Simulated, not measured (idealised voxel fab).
process module | voxel ribs on slabs
cross-section cut | 265 nm wide | cells 5 nm
A cross-section is a grid of square cells, given in bands from the top down. A band is one or more rows of cells.
Each band's line starts with the height of the band's top and of its bottom, in nm. Then come its materials from left to right, each with its width in nm. One material with "throughout" fills the band from edge to edge. "air" is empty space.
Height 0 is the level under which the wafer as received is all one material. The lowest band goes on downwards, as in "0 down".
A width such as "30 to 40" changes by the same amount from each row of cells to the next, from the band's top row to its bottom row.
"no change" after a step means that no cell of the cross-section changed.
closed voids: empty space of 8 cells or more with no open way to the top, each as width x height at its distance from the left edge, in nm
after a step's settings: what the simulator itself notes on the step
overlay nm, on a step with a mask: how far to the right of its planned place the mask lay; to the left if negative
plan
1 op RECEIVE | material Si
2 op DIRECTIONAL_DEP | material SiO2 | thk nm 30
3 op DIRECTIONAL_DEP | material SiN | thk nm 15
4 op PATTERN | tone cover | mask id RIB | material resist | width nm 20 | thk nm 20 | overlay nm 0
5 op DIRECTIONAL_ETCH | etch materials SiN | depth nm 10
6 op STRIP | etch materials resist
7 op PATTERN | tone cover | mask id SLAB | material resist | width nm 80 | thk nm 20 | overlay nm 0
8 op DIRECTIONAL_ETCH | etch materials SiN | depth nm 5
9 op STRIP | etch materials resist
10 op FILL_DEP | material SiO2 | thk nm 20
11 op CMP | height nm 55
12 op DIRECTIONAL_DEP | material W | thk nm 5
13 op DIRECTIONAL_DEP | material aC | thk nm 15
14 op PATTERN | tone cover | mask id HEATER | material resist | width nm 30 | thk nm 30 | overlay nm 0
15 op DIRECTIONAL_ETCH | etch materials aC | depth nm 15
16 op STRIP | etch materials resist
17 op DIRECTIONAL_ETCH | etch materials W | depth nm 5
18 op STRIP | etch materials aC
19 op CONFORMAL_DEP | material SiO2 | thk nm 10
as received, after step 1
  0 down: Si throughout
  closed voids: none
first wafer at the end, as planned
  70 to 65: air 105 | SiO2 50 | air 110
  65 to 60: SiO2 throughout
  60 to 55: SiO2 115 | W 30 | SiO2 120
  55 to 45: SiO2 throughout
  45 to 35: SiO2 120 | SiN 20 | SiO2 125
  35 to 30: SiO2 90 | SiN 80 | SiO2 95
  30 to 0: SiO2 throughout
  0 down: Si throughout
  closed voids: none
second wafer at the end: like start, like plan, one mistake
  70 to 65: air 105 | SiO2 50 | air 110
  65 to 60: SiO2 throughout
  60 to 55: SiO2 115 | W 30 | SiO2 120
  55 to 45: SiO2 120 to 90 | SiN 20 to 80 | SiO2 125 to 95
  45 to 30: SiN throughout
  30 to 0: SiO2 throughout
  0 down: Si throughout
  closed voids: none
what went wrong: step 3 was run twice
at the end the second wafer has, in cells: 155 more of SiN | 155 fewer of SiO2
